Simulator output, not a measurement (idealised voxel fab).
The following process module bears the name voxel ribs on slabs.
In the cross-section labelled cut, the width is 285 nm and each square cell is 5 nm.
Cross-section = grid of square cells, listed top down in bands; band = one or more rows.
First you get the band's top height and its bottom height, in nm, and then the materials it's made of, left to right, with each width in nm. If you see a single material with "edge to edge", that one covers the band edge to edge. "empty" is empty space.
Zero point of the height axis is 0; under it, received wafer = one material. Lowest band: continues down indefinitely, "0 and below".
The expression "30->40" gives the width at the extremes of the band, the first number at its top row of cells and the second at its bottom row, with the width changing by equal amounts from each row to the next in between.
Basically "remained unchanged" means that step didn't change any cell in the cross-section.
So "Internal closed voids" is basically the list of trapped voids: any empty space of 8 cells or more that can't reach the top through an opening. They're written width x height at distance, the distance being from the left edge, and it's all nm.
Whatever follows a step's settings on its line is a remark the simulator itself makes about that step.
The "overlay nm" setting may appear on a step's line; for a step that uses a mask, it gives how far to the right of its planned position the mask lay, and a negative value indicates the left.

-- Intended process steps
1 RECEIVE | material Si
2 DIRECTIONAL_DEP | material SiO2 | thk nm 30
3 DIRECTIONAL_DEP | material SiN | thk nm 20
4 DIRECTIONAL_DEP | material aC | thk nm 15
5 PATTERN | tone cover | mask id RIB | material resist | width nm 30 | thk nm 30 | overlay nm 0
6 DIRECTIONAL_ETCH | etch materials aC | depth nm 15
7 STRIP | etch materials resist
8 DIRECTIONAL_ETCH | etch materials SiN | depth nm 5
9 STRIP | etch materials aC
10 DIRECTIONAL_DEP | material aC | thk nm 15
11 PATTERN | tone cover | mask id SLAB | material resist | width nm 60 | thk nm 35 | overlay nm 0
12 DIRECTIONAL_ETCH | etch materials aC | depth nm 15
13 STRIP | etch materials resist
14 DIRECTIONAL_ETCH | etch materials SiN | depth nm 15
15 STRIP | etch materials aC
16 FILL_DEP | material SiO2 | thk nm 25
17 CMP | height nm 65
18 DIRECTIONAL_DEP | material W | thk nm 10
19 PATTERN | tone cover | mask id HEATER | material resist | width nm 40 | thk nm 20 | overlay nm 0
20 DIRECTIONAL_ETCH | etch materials W | depth nm 10
21 STRIP | etch materials resist
22 CONFORMAL_DEP | material SiN | thk nm 10

-- Wafer at receipt (post step 1), cross-section
	0 and below: Si edge to edge
	Internal closed voids: none

-- As-planned run: cross-section of the first of two wafers at end of module
	85 down to 75: empty: 110; SiN: 60; empty: 115
	75 down to 65: SiN: 120; W: 40; SiN: 125
	65 down to 50: SiO2 edge to edge
	50 down to 45: SiO2: 125; SiN: 30; SiO2: 130
	45 down to 30: SiO2: 110; SiN: 60; SiO2: 115
	30 down to 0: SiO2 edge to edge
	0 and below: Si edge to edge
	Internal closed voids: none

-- Presented here is a cross-section of the second of the two wafers as it stood at the end of the module. It was started in the same manner and assigned the same plan as the first wafer; however, one mistake was made in its execution
	85 down to 75: empty: 110; SiN: 60; empty: 115
	75 down to 65: SiN: 120; W: 40; SiN: 125
	65 down to 60: SiO2: 110; SiN: 60; SiO2: 115
	60 down to 0: SiO2 edge to edge
	0 and below: Si edge to edge
	Internal closed voids: none
Heads up, the wafer didn't run the way we planned it: step 2 from the plan got run twice
Upon completion, the second wafer contains, in terms of cells, a greater or smaller amount of certain materials than the first wafer: SiN: 30 fewer | SiO2: 30 more
